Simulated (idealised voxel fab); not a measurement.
The process module presented herein is designated voxel wiring stack.
Section cut is 180 nm wide and gridded with 5 nm square cells.
In this document a cross-section is written as a grid of square cells. It is given as a series of bands, listed from the top down, and a band is one or more rows of cells. The band entry comprises the height of the band's top followed by the height of its bottom, expressed in nm, and subsequently the band's materials from left to right, each stated together with its width in nm. Where a single material is marked with the word "edge to edge", that material fills the band from edge to edge. The word "blank" represents empty space. Note: height 0 marks the level under which the wafer is uniformly one material as received. Lowest band unbounded below, written "z 0 and below". It should be noted that a width expressed as "30->40" varies in equal increments from row to row of cells within the band, taking the value of the first number at the top row and that of the second number at the bottom row. Key: "stayed the same" - step with no changed cell in the cross-section. The list in "Cavities, closed" covers empty spaces of 8 cells or more that cannot reach the top through any open way, and it gives each as width x height at distance; the distance is from the left edge, and width, height and distance are in nm. Where a step's line continues beyond its settings, the continuation is a remark by the simulator itself on that step. For masked steps, "overlay nm" on the step line gives how far right of plan the mask actually lay; a minus sign means it lay to the left.
These are the steps we planned for the process:
- 1: RECEIVE [material Si]
- 2: CONFORMAL_DEP [material SiO2] [thk nm 15]
- 3: DIRECTIONAL_DEP [material TiN] [thk nm 5]
- 4: DIRECTIONAL_DEP [material W] [thk nm 20]
- 5: DIRECTIONAL_DEP [material aC] [thk nm 10]
- 6: PATTERN [tone cover] [mask id METAL_1] [material resist] [width nm 30] [pitch nm 60] [thk nm 25] [overlay nm 0]
- 7: DIRECTIONAL_ETCH [etch materials aC] [depth nm 10]
- 8: STRIP [etch materials resist]
- 9: DIRECTIONAL_ETCH [etch materials W] [depth nm 20]
- 10: DIRECTIONAL_ETCH [etch materials TiN] [depth nm 5]
- 11: STRIP [etch materials aC]
- 12: FILL_DEP [material lowk] [thk nm 5]
- 13: CMP [height nm 40]
- 14: CONFORMAL_DEP [material SiCN] [thk nm 5]
- 15: DIRECTIONAL_DEP [material SiO2] [thk nm 20]
- 16: DIRECTIONAL_DEP [material aC] [thk nm 15]
- 17: PATTERN [tone open] [mask id PLUG_1] [material resist] [width nm 15] [pitch nm 60] [thk nm 35] [overlay nm 0]
- 18: DIRECTIONAL_ETCH [etch materials aC] [depth nm 15]
- 19: STRIP [etch materials resist]
- 20: DIRECTIONAL_ETCH [etch materials SiO2] [depth nm 20]
- 21: DIRECTIONAL_ETCH [etch materials SiCN] [depth nm 5]
- 22: STRIP [etch materials aC]
- 23: EPI [material Ru] [thk nm 10]
- 24: EPI [material Ru] [thk nm 10]
- 25: EPI [material Ru] [thk nm 5]
- 26: DIRECTIONAL_DEP [material TiN] [thk nm 5]
- 27: DIRECTIONAL_DEP [material Ru] [thk nm 15]
- 28: MASKED_ETCH [tone cover] [mask id METAL_2] [width nm 30] [pitch nm 60] [etch materials Ru] [depth nm 15] [overlay nm 0]
- 29: MASKED_ETCH [tone cover] [mask id METAL_2] [width nm 30] [pitch nm 60] [etch materials TiN] [depth nm 5] [overlay nm 0]
- 30: CONFORMAL_DEP [material SiCN] [thk nm 5]
- 31: FILL_DEP [material lowk] [thk nm 5]
- 32: CMP [height nm 85]
- 33: CONFORMAL_DEP [material SiCN] [thk nm 5]
Cross-section of the wafer as it came to us, i.e., already through step 1:
  z 0 and below  Si edge to edge
  Cavities, closed: none
Wafer cross-section at module end: first of two, run to plan:
  z 90 to 85  SiCN edge to edge
  z 85 to 70  10 nm lowk, 5 nm SiCN, 30 nm Ru, 5 nm SiCN, 20 nm lowk, 5 nm SiCN, 30 nm Ru, 5 nm SiCN, 20 nm lowk, 5 nm SiCN, 30 nm Ru, 5 nm SiCN, 10 nm lowk
  z 70 to 65  15 nm SiCN, 30 nm TiN, 30 nm SiCN, 30 nm TiN, 30 nm SiCN, 30 nm TiN, 15 nm SiCN
  z 65 to 45  15 nm SiO2, 15 nm Ru, 45 nm SiO2, 15 nm Ru, 45 nm SiO2, 15 nm Ru, 30 nm SiO2
  z 45 to 40  15 nm SiCN, 15 nm Ru, 45 nm SiCN, 15 nm Ru, 45 nm SiCN, 15 nm Ru, 30 nm SiCN
  z 40 to 20  15 nm lowk, 30 nm W, 30 nm lowk, 30 nm W, 30 nm lowk, 30 nm W, 15 nm lowk
  z 20 to 15  15 nm lowk, 30 nm TiN, 30 nm lowk, 30 nm TiN, 30 nm lowk, 30 nm TiN, 15 nm lowk
  z 15 to 0  SiO2 edge to edge
  z 0 and below  Si edge to edge
  Cavities, closed: none
Second wafer at the end: like start, like plan, one mistake:
  z 90 to 85  SiCN edge to edge
  z 85 to 80  10 nm lowk, 20 nm SiCN, 15 nm Ru, 5 nm SiCN, 20 nm lowk, 20 nm SiCN, 15 nm Ru, 5 nm SiCN, 20 nm lowk, 20 nm SiCN, 15 nm Ru, 5 nm SiCN, 10 nm lowk
  z 80 to 70  10 nm lowk, 5 nm SiCN, 30 nm Ru, 5 nm SiCN, 20 nm lowk, 5 nm SiCN, 30 nm Ru, 5 nm SiCN, 20 nm lowk, 5 nm SiCN, 30 nm Ru, 5 nm SiCN, 10 nm lowk
  z 70 to 65  15 nm SiCN, 15 nm Ru, 15 nm TiN, 30 nm SiCN, 15 nm Ru, 15 nm TiN, 30 nm SiCN, 15 nm Ru, 15 nm TiN, 15 nm SiCN
  z 65 to 60  15 nm SiCN, 15 nm TiN, 45 nm SiCN, 15 nm TiN, 45 nm SiCN, 15 nm TiN, 30 nm SiCN
  z 60 to 40  SiO2 edge to edge
  z 40 to 20  15 nm lowk, 30 nm W, 30 nm lowk, 30 nm W, 30 nm lowk, 30 nm W, 15 nm lowk
  z 20 to 15  15 nm lowk, 30 nm TiN, 30 nm lowk, 30 nm TiN, 30 nm lowk, 30 nm TiN, 15 nm lowk
  z 15 to 0  SiO2 edge to edge
  z 0 and below  Si edge to edge
  Cavities, closed: none
Plan not followed: step 14 ran in the slot meant for step 15, and vice versa
The final cell counts differ between the wafers, with the second having more or fewer of some materials than the first: Ru -45, SiCN +9, SiO2 +36
